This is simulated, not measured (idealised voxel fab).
Documented hereafter: the process module known as voxel transistor to metal.
Pictured: cross-section cut, 180 nm wide, on a grid of 5 nm square cells.
When this document writes out a cross-section, it uses a grid of square cells and lists it as bands, beginning at the top and moving down, with a band standing for one or more rows of cells.
Quick guide to a band line: top height, bottom height (nm) up front; then every material left to right with its width in nm. Only one material and it's marked "all across"? Then it fills the band edge to edge. And "blank" just means empty space.
A quick word on heights: they are counted from 0, and under that level the wafer as it came to us is one material throughout. The lowest band is different from the rest in having no bottom; it simply continues downward, written as in "0 and below".
The notation "30->40" denotes a width that varies across the rows of cells in the band, beginning at the first number in the top row, finishing at the second number in the bottom row, and changing by an identical amount from each row to the next.
"no change occurred", as given for a step, is the statement that not any cell of the cross-section underwent a change during that step.
For the entry "Trapped voids", the listed items are empty spaces with no open way to the top whose size is 8 cells or more; each item follows the pattern width x height at distance, where distance is from the left edge and all three are in nm.
Past the settings on a step's line: simulator remark, on that step.
overlay nm: for a step with a mask, the amount by which the mask lay right of where it was planned; a negative amount means left of it.

The following list gives the planned process steps
| 1 | RECEIVE with material Si |
| 2 | CONFORMAL_DEP with material SiO2, thk nm 5 |
| 3 | CONFORMAL_DEP with material SiN, thk nm 10 |
| 4 | MASKED_ETCH with tone cover, mask id ACTIVE, width nm 110, etch materials SiN, depth nm 10, overlay nm 0 |
| 5 | MASKED_ETCH with tone cover, mask id ACTIVE, width nm 110, etch materials SiO2, depth nm 5, overlay nm 0 |
| 6 | MASKED_ETCH with tone cover, mask id ACTIVE, width nm 110, etch materials Si, depth nm 20, overlay nm 0 |
| 7 | OXIDIZE with depth nm 5 |
| 8 | FILL_DEP with material SiO2, thk nm 10 |
| 9 | CMP with height nm 15 |
| 10 | SELECTIVE_ETCH with etch materials SiO2, depth nm 10 |
| 11 | STRIP with etch materials SiN |
| 12 | SELECTIVE_ETCH with etch materials SiO2, depth nm 5 |
| 13 | OXIDIZE with depth nm 5 |
| 14 | DIRECTIONAL_DEP with material polySi, thk nm 30 |
| 15 | DIRECTIONAL_DEP with material SiCN, thk nm 10 |
| 16 | MASKED_ETCH with tone cover, mask id GATE, width nm 20, etch materials SiCN, depth nm 20, overlay nm 0 |
| 17 | MASKED_ETCH with tone cover, mask id GATE, width nm 20, etch materials polySi, depth nm 40, overlay nm 0 |
| 18 | CONFORMAL_DEP with material SiN, thk nm 5 |
| 19 | DIRECTIONAL_ETCH with etch materials SiN, depth nm 5 |
| 20 | DIRECTIONAL_ETCH with etch materials SiO2, depth nm 5 |
| 21 | DIRECTIONAL_ETCH with etch materials Si, depth nm 5 |
| 22 | EPI with material pSi, thk nm 5 |
| 23 | FILL_DEP with material SiO2, thk nm 10 |
| 24 | CMP with height nm 40 |
| 25 | DIRECTIONAL_DEP with material SiO2, thk nm 10 |
| 26 | MASKED_ETCH with tone open, mask id CONTACT, width nm 30, pitch nm 60, etch materials SiO2, depth nm 55, overlay nm 0 |
| 27 | CONFORMAL_DEP with material TiN, thk nm 5 |
| 28 | FILL_DEP with material Ru, thk nm 5 |
| 29 | CMP with height nm 50 |
| 30 | CONFORMAL_DEP with material SiCN, thk nm 5 |
| 31 | DIRECTIONAL_DEP with material SiO2, thk nm 20 |
| 32 | PATTERN with tone open, mask id METAL_1, material resist, width nm 15, pitch nm 75, thk nm 15, overlay nm 0 |
| 33 | DIRECTIONAL_ETCH with etch materials SiO2, depth nm 20 |
| 34 | DIRECTIONAL_ETCH with etch materials SiCN, depth nm 5 |
| 35 | STRIP with etch materials resist |
| 36 | CONFORMAL_DEP with material TiN, thk nm 5 |
| 37 | FILL_DEP with material Cu, thk nm 5 |
| 38 | CMP with height nm 75 |
| 39 | CONFORMAL_DEP with material SiCN, thk nm 5 |
| 40 | DIRECTIONAL_DEP with material SiO2, thk nm 35 |
| 41 | PATTERN with tone open, mask id METAL_2, material resist, width nm 15, pitch nm 75, thk nm 15, overlay nm 0 |
| 42 | DIRECTIONAL_ETCH with etch materials SiO2, depth nm 20 |
| 43 | STRIP with etch materials resist |
| 44 | DIRECTIONAL_DEP with material aC, thk nm 15 |
| 45 | PATTERN with tone open, mask id METAL_2_HOLES, material resist, width nm 15, pitch nm 75, thk nm 30, overlay nm 0 |
| 46 | DIRECTIONAL_ETCH with etch materials aC, depth nm 15 |
| 47 | STRIP with etch materials resist |
| 48 | DIRECTIONAL_ETCH with etch materials SiO2, depth nm 15 |
| 49 | DIRECTIONAL_ETCH with etch materials SiCN, depth nm 5 |
| 50 | STRIP with etch materials aC |
| 51 | CONFORMAL_DEP with material TiN, thk nm 5 |
| 52 | FILL_DEP with material Ru, thk nm 5 |
| 53 | CMP with height nm 115 |
| 54 | CONFORMAL_DEP with material SiN, thk nm 5 |

Run as planned: first of two wafers

Cross-section, incoming material, after step 1
	0 and below: Si all across
	Trapped voids: none

Cross-section: wafer state after step 2
	5 down to 0: SiO2 all across
	Lower than 0, everything is as it was.

Cross-section: wafer state after step 3
	15 down to 5: SiN all across
	Lower than 5, everything is as it was.

Cross-section: wafer state after step 4
	15 down to 5: 35 of blank; 110 of SiN; 35 of blank
	Lower than 5, everything is as it was.

Cross-section: wafer state after step 5
	15 down to 5: 35 of blank; 110 of SiN; 35 of blank
	5 down to 0: 35 of blank; 110 of SiO2; 35 of blank
	Lower than 0, everything is as it was.

Cross-section: wafer state after step 6
	15 down to 5: 35 of blank; 110 of SiN; 35 of blank
	5 down to 0: 35 of blank; 110 of SiO2; 35 of blank
	0 down to -20: 35 of blank; 110 of Si; 35 of blank
	Lower than -20, everything is as it was.

Cross-section: wafer state after step 7
	15 down to 5: 35 of blank; 110 of SiN; 35 of blank
	5 down to 0: 35 of blank; 110 of SiO2; 35 of blank
	0 down to -20: 35 of blank; 5 of SiO2; 100 of Si; 5 of SiO2; 35 of blank
	-20 down to -25: 40 of SiO2; 100 of Si; 40 of SiO2
	Lower than -25, everything is as it was.

Cross-section: wafer state after step 8
	25 down to 15: SiO2 all across
	15 down to 5: 35 of SiO2; 110 of SiN; 35 of SiO2
	5 down to 0: SiO2 all across
	0 down to -25: 40 of SiO2; 100 of Si; 40 of SiO2
	Lower than -25, everything is as it was.

Cross-section: wafer state after step 9
	15 down to 5: 35 of SiO2; 110 of SiN; 35 of SiO2
	Lower than 5, everything is as it was.

Cross-section: wafer state after step 10
	15 down to 5: 35 of blank; 110 of SiN; 35 of blank
	Lower than 5, everything is as it was.

Cross-section: wafer state after step 11
	5 down to 0: SiO2 all across
	Lower than 0, everything is as it was.

Cross-section: wafer state after step 12
	0 down to -25: 40 of SiO2; 100 of Si; 40 of SiO2
	Lower than -25, everything is as it was.

Cross-section: wafer state after step 13
	0 down to -5: SiO2 all across
	Lower than -5, everything is as it was.

Cross-section: wafer state after step 14
	30 down to 0: polySi all across
	Lower than 0, everything is as it was.

Cross-section: wafer state after step 15
	40 down to 30: SiCN all across
	Lower than 30, everything is as it was.

Cross-section: wafer state after step 16
	40 down to 30: 80 of blank; 20 of SiCN; 80 of blank
	Lower than 30, everything is as it was.

Cross-section: wafer state after step 17
	40 down to 30: 80 of blank; 20 of SiCN; 80 of blank
	30 down to 0: 80 of blank; 20 of polySi; 80 of blank
	Lower than 0, everything is as it was.

Cross-section: wafer state after step 18
	45 down to 40: 75 of blank; 30 of SiN; 75 of blank
	40 down to 30: 75 of blank; 5 of SiN; 20 of SiCN; 5 of SiN; 75 of blank
	30 down to 5: 75 of blank; 5 of SiN; 20 of polySi; 5 of SiN; 75 of blank
	5 down to 0: 80 of SiN; 20 of polySi; 80 of SiN
	Lower than 0, everything is as it was.

Cross-section: wafer state after step 19
	40 down to 30: 75 of blank; 5 of SiN; 20 of SiCN; 5 of SiN; 75 of blank
	30 down to 0: 75 of blank; 5 of SiN; 20 of polySi; 5 of SiN; 75 of blank
	Lower than 0, everything is as it was.

Cross-section: wafer state after step 20
	40 down to 30: 75 of blank; 5 of SiN; 20 of SiCN; 5 of SiN; 75 of blank
	30 down to 0: 75 of blank; 5 of SiN; 20 of polySi; 5 of SiN; 75 of blank
	0 down to -5: 75 of blank; 30 of SiO2; 75 of blank
	Lower than -5, everything is as it was.

Cross-section: wafer state after step 21
	40 down to 30: 75 of blank; 5 of SiN; 20 of SiCN; 5 of SiN; 75 of blank
	30 down to 0: 75 of blank; 5 of SiN; 20 of polySi; 5 of SiN; 75 of blank
	0 down to -5: 75 of blank; 30 of SiO2; 75 of blank
	-5 down to -10: 40 of SiO2; 35 of blank; 30 of Si; 35 of blank; 40 of SiO2
	Lower than -10, everything is as it was.

Cross-section: wafer state after step 22
	40 down to 30: 75 of blank; 5 of SiN; 20 of SiCN; 5 of SiN; 75 of blank
	30 down to 0: 75 of blank; 5 of SiN; 20 of polySi; 5 of SiN; 75 of blank
	0 down to -5: 70 of blank; 5 of pSi; 30 of SiO2; 5 of pSi; 70 of blank
	-5 down to -10: 40 of SiO2; 35 of pSi; 30 of Si; 35 of pSi; 40 of SiO2
	Lower than -10, everything is as it was.

Cross-section: wafer state after step 23
	50 down to 40: SiO2 all across
	40 down to 30: 75 of SiO2; 5 of SiN; 20 of SiCN; 5 of SiN; 75 of SiO2
	30 down to 0: 75 of SiO2; 5 of SiN; 20 of polySi; 5 of SiN; 75 of SiO2
	0 down to -5: 70 of SiO2; 5 of pSi; 30 of SiO2; 5 of pSi; 70 of SiO2
	Lower than -5, everything is as it was.

Cross-section: wafer state after step 24
	40 down to 30: 75 of SiO2; 5 of SiN; 20 of SiCN; 5 of SiN; 75 of SiO2
	Lower than 30, everything is as it was.

Cross-section: wafer state after step 25
	50 down to 40: SiO2 all across
	Lower than 40, everything is as it was.

Cross-section: wafer state after step 26
	50 down to 40: 45 of SiO2; 30 of blank; 30 of SiO2; 30 of blank; 45 of SiO2
	40 down to 30: 45 of SiO2; 30 of blank; 5 of SiN; 20 of SiCN; 5 of SiN; 30 of blank; 45 of SiO2
	30 down to 0: 45 of SiO2; 30 of blank; 5 of SiN; 20 of polySi; 5 of SiN; 30 of blank; 45 of SiO2
	0 down to -5: 45 of SiO2; 25 of blank; 5 of pSi; 30 of SiO2; 5 of pSi; 25 of blank; 45 of SiO2
	Lower than -5, everything is as it was.

Cross-section: wafer state after step 27
	55 down to 50: 50 of TiN; 20 of blank; 40 of TiN; 20 of blank; 50 of TiN
	50 down to 40: 45 of SiO2; 5 of TiN; 20 of blank; 5 of TiN; 30 of SiO2; 5 of TiN; 20 of blank; 5 of TiN; 45 of SiO2
	40 down to 30: 45 of SiO2; 5 of TiN; 20 of blank; 5 of TiN; 5 of SiN; 20 of SiCN; 5 of SiN; 5 of TiN; 20 of blank; 5 of TiN; 45 of SiO2
	30 down to 5: 45 of SiO2; 5 of TiN; 20 of blank; 5 of TiN; 5 of SiN; 20 of polySi; 5 of SiN; 5 of TiN; 20 of blank; 5 of TiN; 45 of SiO2
	5 down to 0: 45 of SiO2; 5 of TiN; 15 of blank; 10 of TiN; 5 of SiN; 20 of polySi; 5 of SiN; 10 of TiN; 15 of blank; 5 of TiN; 45 of SiO2
	0 down to -5: 45 of SiO2; 25 of TiN; 5 of pSi; 30 of SiO2; 5 of pSi; 25 of TiN; 45 of SiO2
	Lower than -5, everything is as it was.

Cross-section: wafer state after step 28
	60 down to 55: Ru all across
	55 down to 50: 50 of TiN; 20 of Ru; 40 of TiN; 20 of Ru; 50 of TiN
	50 down to 40: 45 of SiO2; 5 of TiN; 20 of Ru; 5 of TiN; 30 of SiO2; 5 of TiN; 20 of Ru; 5 of TiN; 45 of SiO2
	40 down to 30: 45 of SiO2; 5 of TiN; 20 of Ru; 5 of TiN; 5 of SiN; 20 of SiCN; 5 of SiN; 5 of TiN; 20 of Ru; 5 of TiN; 45 of SiO2
	30 down to 5: 45 of SiO2; 5 of TiN; 20 of Ru; 5 of TiN; 5 of SiN; 20 of polySi; 5 of SiN; 5 of TiN; 20 of Ru; 5 of TiN; 45 of SiO2
	5 down to 0: 45 of SiO2; 5 of TiN; 15 of Ru; 10 of TiN; 5 of SiN; 20 of polySi; 5 of SiN; 10 of TiN; 15 of Ru; 5 of TiN; 45 of SiO2
	Lower than 0, everything is as it was.

Cross-section: wafer state after step 29
	50 down to 40: 45 of SiO2; 5 of TiN; 20 of Ru; 5 of TiN; 30 of SiO2; 5 of TiN; 20 of Ru; 5 of TiN; 45 of SiO2
	Lower than 40, everything is as it was.

Cross-section: wafer state after step 30
	55 down to 50: SiCN all across
	Lower than 50, everything is as it was.

Cross-section: wafer state after step 31
	75 down to 55: SiO2 all across
	Lower than 55, everything is as it was.

Cross-section: wafer state after step 32
	90 down to 75: 45 of resist; 15 of blank; 60 of resist; 15 of blank; 45 of resist
	Lower than 75, everything is as it was.

Cross-section: wafer state after step 33
	90 down to 75: 45 of resist; 15 of blank; 60 of resist; 15 of blank; 45 of resist
	75 down to 55: 45 of SiO2; 15 of blank; 60 of SiO2; 15 of blank; 45 of SiO2
	Lower than 55, everything is as it was.

Cross-section: wafer state after step 34
	90 down to 75: 45 of resist; 15 of blank; 60 of resist; 15 of blank; 45 of resist
	75 down to 55: 45 of SiO2; 15 of blank; 60 of SiO2; 15 of blank; 45 of SiO2
	55 down to 50: 45 of SiCN; 15 of blank; 60 of SiCN; 15 of blank; 45 of SiCN
	Lower than 50, everything is as it was.

Cross-section: wafer state after step 35
	75 down to 55: 45 of SiO2; 15 of blank; 60 of SiO2; 15 of blank; 45 of SiO2
	Lower than 55, everything is as it was.

Cross-section: wafer state after step 36
	80 down to 75: 50 of TiN; 5 of blank; 70 of TiN; 5 of blank; 50 of TiN
	75 down to 55: 45 of SiO2; 5 of TiN; 5 of blank; 5 of TiN; 60 of SiO2; 5 of TiN; 5 of blank; 5 of TiN; 45 of SiO2
	55 down to 50: 45 of SiCN; 15 of TiN; 60 of SiCN; 15 of TiN; 45 of SiCN
	Lower than 50, everything is as it was.

Cross-section: wafer state after step 37
	85 down to 80: Cu all across
	80 down to 75: 50 of TiN; 5 of Cu; 70 of TiN; 5 of Cu; 50 of TiN
	75 down to 55: 45 of SiO2; 5 of TiN; 5 of Cu; 5 of TiN; 60 of SiO2; 5 of TiN; 5 of Cu; 5 of TiN; 45 of SiO2
	Lower than 55, everything is as it was.

Cross-section: wafer state after step 38
	75 down to 55: 45 of SiO2; 5 of TiN; 5 of Cu; 5 of TiN; 60 of SiO2; 5 of TiN; 5 of Cu; 5 of TiN; 45 of SiO2
	Lower than 55, everything is as it was.

Cross-section: wafer state after step 39
	80 down to 75: SiCN all across
	Lower than 75, everything is as it was.

Cross-section: wafer state after step 40
	115 down to 80: SiO2 all across
	Lower than 80, everything is as it was.

Cross-section: wafer state after step 41
	130 down to 115: 45 of resist; 15 of blank; 60 of resist; 15 of blank; 45 of resist
	Lower than 115, everything is as it was.

Cross-section: wafer state after step 42
	130 down to 115: 45 of resist; 15 of blank; 60 of resist; 15 of blank; 45 of resist
	115 down to 95: 45 of SiO2; 15 of blank; 60 of SiO2; 15 of blank; 45 of SiO2
	Lower than 95, everything is as it was.

Cross-section: wafer state after step 43
	115 down to 95: 45 of SiO2; 15 of blank; 60 of SiO2; 15 of blank; 45 of SiO2
	Lower than 95, everything is as it was.

Cross-section: wafer state after step 44
	130 down to 115: 45 of aC; 15 of blank; 60 of aC; 15 of blank; 45 of aC
	115 down to 110: 45 of SiO2; 15 of blank; 60 of SiO2; 15 of blank; 45 of SiO2
	110 down to 95: 45 of SiO2; 15 of aC; 60 of SiO2; 15 of aC; 45 of SiO2
	Lower than 95, everything is as it was.

Cross-section: wafer state after step 45
	160 down to 130: 45 of resist; 15 of blank; 60 of resist; 15 of blank; 45 of resist
	Lower than 130, everything is as it was.

Cross-section: wafer state after step 46
	145 down to 130: 45 of resist; 15 of blank; 60 of resist; 15 of blank; 45 of resist
	130 down to 115: 45 of aC; 15 of blank; 60 of aC; 15 of blank; 45 of aC
	115 down to 95: 45 of SiO2; 15 of blank; 60 of SiO2; 15 of blank; 45 of SiO2
	Lower than 95, everything is as it was.

Cross-section: wafer state after step 47
	130 down to 115: 45 of aC; 15 of blank; 60 of aC; 15 of blank; 45 of aC
	Lower than 115, everything is as it was.

Cross-section: wafer state after step 48
	130 down to 115: 45 of aC; 15 of blank; 60 of aC; 15 of blank; 45 of aC
	115 down to 80: 45 of SiO2; 15 of blank; 60 of SiO2; 15 of blank; 45 of SiO2
	Lower than 80, everything is as it was.

Cross-section: wafer state after step 49
	130 down to 115: 45 of aC; 15 of blank; 60 of aC; 15 of blank; 45 of aC
	115 down to 80: 45 of SiO2; 15 of blank; 60 of SiO2; 15 of blank; 45 of SiO2
	80 down to 75: 45 of SiCN; 15 of blank; 60 of SiCN; 15 of blank; 45 of SiCN
	Lower than 75, everything is as it was.

Cross-section: wafer state after step 50
	115 down to 80: 45 of SiO2; 15 of blank; 60 of SiO2; 15 of blank; 45 of SiO2
	Lower than 80, everything is as it was.

Cross-section: wafer state after step 51
	120 down to 115: 50 of TiN; 5 of blank; 70 of TiN; 5 of blank; 50 of TiN
	115 down to 80: 45 of SiO2; 5 of TiN; 5 of blank; 5 of TiN; 60 of SiO2; 5 of TiN; 5 of blank; 5 of TiN; 45 of SiO2
	80 down to 75: 45 of SiCN; 15 of TiN; 60 of SiCN; 15 of TiN; 45 of SiCN
	Lower than 75, everything is as it was.

Cross-section: wafer state after step 52
	125 down to 120: Ru all across
	120 down to 115: 50 of TiN; 5 of Ru; 70 of TiN; 5 of Ru; 50 of TiN
	115 down to 80: 45 of SiO2; 5 of TiN; 5 of Ru; 5 of TiN; 60 of SiO2; 5 of TiN; 5 of Ru; 5 of TiN; 45 of SiO2
	Lower than 80, everything is as it was.

Cross-section: wafer state after step 53
	115 down to 80: 45 of SiO2; 5 of TiN; 5 of Ru; 5 of TiN; 60 of SiO2; 5 of TiN; 5 of Ru; 5 of TiN; 45 of SiO2
	Lower than 80, everything is as it was.

Cross-section: wafer state after step 54
	120 down to 115: SiN all across
	Lower than 115, everything is as it was.

Regarding the second of the two wafers: it shared the first wafer's starting condition and process plan, yet one error occurred during its execution. Its history coincides with that of the first wafer up to and including step 24

At the planned end of step 25, the second wafer in cross-section
	40 down to 30: 45 of SiO2; 30 of blank; 5 of SiN; 20 of SiCN; 5 of SiN; 30 of blank; 45 of SiO2
	30 down to 0: 45 of SiO2; 30 of blank; 5 of SiN; 20 of polySi; 5 of SiN; 30 of blank; 45 of SiO2
	0 down to -5: 45 of SiO2; 25 of blank; 5 of pSi; 30 of SiO2; 5 of pSi; 25 of blank; 45 of SiO2
	Lower than -5, everything is as it was.

At the planned end of step 26, the second wafer in cross-section
	50 down to 40: 45 of SiO2; 30 of blank; 30 of SiO2; 30 of blank; 45 of SiO2
	40 down to 30: 45 of SiO2; 30 of blank; 5 of SiN; 20 of SiCN; 5 of SiN; 30 of blank; 45 of SiO2
	30 down to 10: 45 of SiO2; 30 of blank; 5 of SiN; 20 of polySi; 5 of SiN; 30 of blank; 45 of SiO2
	10 down to 5: 45 of SiO2; 25 of blank; 5 of SiO2; 5 of SiN; 20 of polySi; 5 of SiN; 5 of SiO2; 25 of blank; 45 of SiO2
	5 down to 0: 75 of SiO2; 5 of SiN; 20 of polySi; 5 of SiN; 75 of SiO2
	0 down to -5: 70 of SiO2; 5 of pSi; 30 of SiO2; 5 of pSi; 70 of SiO2
	Lower than -5, everything is as it was.

At the planned end of step 27, the second wafer in cross-section
	55 down to 50: 50 of TiN; 20 of blank; 40 of TiN; 20 of blank; 50 of TiN
	50 down to 40: 45 of SiO2; 5 of TiN; 20 of blank; 5 of TiN; 30 of SiO2; 5 of TiN; 20 of blank; 5 of TiN; 45 of SiO2
	40 down to 30: 45 of SiO2; 5 of TiN; 20 of blank; 5 of TiN; 5 of SiN; 20 of SiCN; 5 of SiN; 5 of TiN; 20 of blank; 5 of TiN; 45 of SiO2
	30 down to 15: 45 of SiO2; 5 of TiN; 20 of blank; 5 of TiN; 5 of SiN; 20 of polySi; 5 of SiN; 5 of TiN; 20 of blank; 5 of TiN; 45 of SiO2
	15 down to 10: 45 of SiO2; 5 of TiN; 15 of blank; 10 of TiN; 5 of SiN; 20 of polySi; 5 of SiN; 10 of TiN; 15 of blank; 5 of TiN; 45 of SiO2
	10 down to 5: 45 of SiO2; 25 of TiN; 5 of SiO2; 5 of SiN; 20 of polySi; 5 of SiN; 5 of SiO2; 25 of TiN; 45 of SiO2
	Lower than 5, everything is as it was.

At the planned end of step 28, the second wafer in cross-section
	60 down to 55: Ru all across
	55 down to 50: 50 of TiN; 20 of Ru; 40 of TiN; 20 of Ru; 50 of TiN
	50 down to 40: 45 of SiO2; 5 of TiN; 20 of Ru; 5 of TiN; 30 of SiO2; 5 of TiN; 20 of Ru; 5 of TiN; 45 of SiO2
	40 down to 30: 45 of SiO2; 5 of TiN; 20 of Ru; 5 of TiN; 5 of SiN; 20 of SiCN; 5 of SiN; 5 of TiN; 20 of Ru; 5 of TiN; 45 of SiO2
	30 down to 15: 45 of SiO2; 5 of TiN; 20 of Ru; 5 of TiN; 5 of SiN; 20 of polySi; 5 of SiN; 5 of TiN; 20 of Ru; 5 of TiN; 45 of SiO2
	15 down to 10: 45 of SiO2; 5 of TiN; 15 of Ru; 10 of TiN; 5 of SiN; 20 of polySi; 5 of SiN; 10 of TiN; 15 of Ru; 5 of TiN; 45 of SiO2
	Lower than 10, everything is as it was.

At the planned end of step 29, the second wafer in cross-section
	50 down to 40: 45 of SiO2; 5 of TiN; 20 of Ru; 5 of TiN; 30 of SiO2; 5 of TiN; 20 of Ru; 5 of TiN; 45 of SiO2
	Lower than 40, everything is as it was.

At the planned end of step 30, the second wafer in cross-section
	55 down to 50: SiCN all across
	Lower than 50, everything is as it was.

At the planned end of step 31, the second wafer in cross-section
	75 down to 55: SiO2 all across
	Lower than 55, everything is as it was.

At the planned end of step 32, the second wafer in cross-section
	90 down to 75: 45 of resist; 15 of blank; 60 of resist; 15 of blank; 45 of resist
	Lower than 75, everything is as it was.

At the planned end of step 33, the second wafer in cross-section
	90 down to 75: 45 of resist; 15 of blank; 60 of resist; 15 of blank; 45 of resist
	75 down to 55: 45 of SiO2; 15 of blank; 60 of SiO2; 15 of blank; 45 of SiO2
	Lower than 55, everything is as it was.

At the planned end of step 34, the second wafer in cross-section
	90 down to 75: 45 of resist; 15 of blank; 60 of resist; 15 of blank; 45 of resist
	75 down to 55: 45 of SiO2; 15 of blank; 60 of SiO2; 15 of blank; 45 of SiO2
	55 down to 50: 45 of SiCN; 15 of blank; 60 of SiCN; 15 of blank; 45 of SiCN
	Lower than 50, everything is as it was.

At the planned end of step 35, the second wafer in cross-section
	75 down to 55: 45 of SiO2; 15 of blank; 60 of SiO2; 15 of blank; 45 of SiO2
	Lower than 55, everything is as it was.

At the planned end of step 36, the second wafer in cross-section
	80 down to 75: 50 of TiN; 5 of blank; 70 of TiN; 5 of blank; 50 of TiN
	75 down to 55: 45 of SiO2; 5 of TiN; 5 of blank; 5 of TiN; 60 of SiO2; 5 of TiN; 5 of blank; 5 of TiN; 45 of SiO2
	55 down to 50: 45 of SiCN; 15 of TiN; 60 of SiCN; 15 of TiN; 45 of SiCN
	Lower than 50, everything is as it was.

At the planned end of step 37, the second wafer in cross-section
	85 down to 80: Cu all across
	80 down to 75: 50 of TiN; 5 of Cu; 70 of TiN; 5 of Cu; 50 of TiN
	75 down to 55: 45 of SiO2; 5 of TiN; 5 of Cu; 5 of TiN; 60 of SiO2; 5 of TiN; 5 of Cu; 5 of TiN; 45 of SiO2
	Lower than 55, everything is as it was.

At the planned end of step 38, the second wafer in cross-section
	75 down to 55: 45 of SiO2; 5 of TiN; 5 of Cu; 5 of TiN; 60 of SiO2; 5 of TiN; 5 of Cu; 5 of TiN; 45 of SiO2
	Lower than 55, everything is as it was.

At the planned end of step 39, the second wafer in cross-section
	80 down to 75: SiCN all across
	Lower than 75, everything is as it was.

At the planned end of step 40, the second wafer in cross-section
	115 down to 80: SiO2 all across
	Lower than 80, everything is as it was.

At the planned end of step 41, the second wafer in cross-section
	130 down to 115: 45 of resist; 15 of blank; 60 of resist; 15 of blank; 45 of resist
	Lower than 115, everything is as it was.

At the planned end of step 42, the second wafer in cross-section
	130 down to 115: 45 of resist; 15 of blank; 60 of resist; 15 of blank; 45 of resist
	115 down to 95: 45 of SiO2; 15 of blank; 60 of SiO2; 15 of blank; 45 of SiO2
	Lower than 95, everything is as it was.

At the planned end of step 43, the second wafer in cross-section
	115 down to 95: 45 of SiO2; 15 of blank; 60 of SiO2; 15 of blank; 45 of SiO2
	Lower than 95, everything is as it was.

At the planned end of step 44, the second wafer in cross-section
	130 down to 115: 45 of aC; 15 of blank; 60 of aC; 15 of blank; 45 of aC
	115 down to 110: 45 of SiO2; 15 of blank; 60 of SiO2; 15 of blank; 45 of SiO2
	110 down to 95: 45 of SiO2; 15 of aC; 60 of SiO2; 15 of aC; 45 of SiO2
	Lower than 95, everything is as it was.

At the planned end of step 45, the second wafer in cross-section
	160 down to 130: 45 of resist; 15 of blank; 60 of resist; 15 of blank; 45 of resist
	Lower than 130, everything is as it was.

At the planned end of step 46, the second wafer in cross-section
	145 down to 130: 45 of resist; 15 of blank; 60 of resist; 15 of blank; 45 of resist
	130 down to 115: 45 of aC; 15 of blank; 60 of aC; 15 of blank; 45 of aC
	115 down to 95: 45 of SiO2; 15 of blank; 60 of SiO2; 15 of blank; 45 of SiO2
	Lower than 95, everything is as it was.

At the planned end of step 47, the second wafer in cross-section
	130 down to 115: 45 of aC; 15 of blank; 60 of aC; 15 of blank; 45 of aC
	Lower than 115, everything is as it was.

At the planned end of step 48, the second wafer in cross-section
	130 down to 115: 45 of aC; 15 of blank; 60 of aC; 15 of blank; 45 of aC
	115 down to 80: 45 of SiO2; 15 of blank; 60 of SiO2; 15 of blank; 45 of SiO2
	Lower than 80, everything is as it was.

At the planned end of step 49, the second wafer in cross-section
	130 down to 115: 45 of aC; 15 of blank; 60 of aC; 15 of blank; 45 of aC
	115 down to 80: 45 of SiO2; 15 of blank; 60 of SiO2; 15 of blank; 45 of SiO2
	80 down to 75: 45 of SiCN; 15 of blank; 60 of SiCN; 15 of blank; 45 of SiCN
	Lower than 75, everything is as it was.

At the planned end of step 50, the second wafer in cross-section
	115 down to 80: 45 of SiO2; 15 of blank; 60 of SiO2; 15 of blank; 45 of SiO2
	Lower than 80, everything is as it was.

At the planned end of step 51, the second wafer in cross-section
	120 down to 115: 50 of TiN; 5 of blank; 70 of TiN; 5 of blank; 50 of TiN
	115 down to 80: 45 of SiO2; 5 of TiN; 5 of blank; 5 of TiN; 60 of SiO2; 5 of TiN; 5 of blank; 5 of TiN; 45 of SiO2
	80 down to 75: 45 of SiCN; 15 of TiN; 60 of SiCN; 15 of TiN; 45 of SiCN
	Lower than 75, everything is as it was.

At the planned end of step 52, the second wafer in cross-section
	125 down to 120: Ru all across
	120 down to 115: 50 of TiN; 5 of Ru; 70 of TiN; 5 of Ru; 50 of TiN
	115 down to 80: 45 of SiO2; 5 of TiN; 5 of Ru; 5 of TiN; 60 of SiO2; 5 of TiN; 5 of Ru; 5 of TiN; 45 of SiO2
	Lower than 80, everything is as it was.

At the planned end of step 53, the second wafer in cross-section
	115 down to 80: 45 of SiO2; 5 of TiN; 5 of Ru; 5 of TiN; 60 of SiO2; 5 of TiN; 5 of Ru; 5 of TiN; 45 of SiO2
	Lower than 80, everything is as it was.

At the planned end of step 54, the second wafer in cross-section
	120 down to 115: SiN all across
	Lower than 115, everything is as it was.
The mistake made against the process plan was this: steps 25 and 26 traded places in the executed sequence
Cell-count delta at end, second wafer over first, by material: Ru: 16 fewer; SiO2: 24 more; TiN: 8 fewer
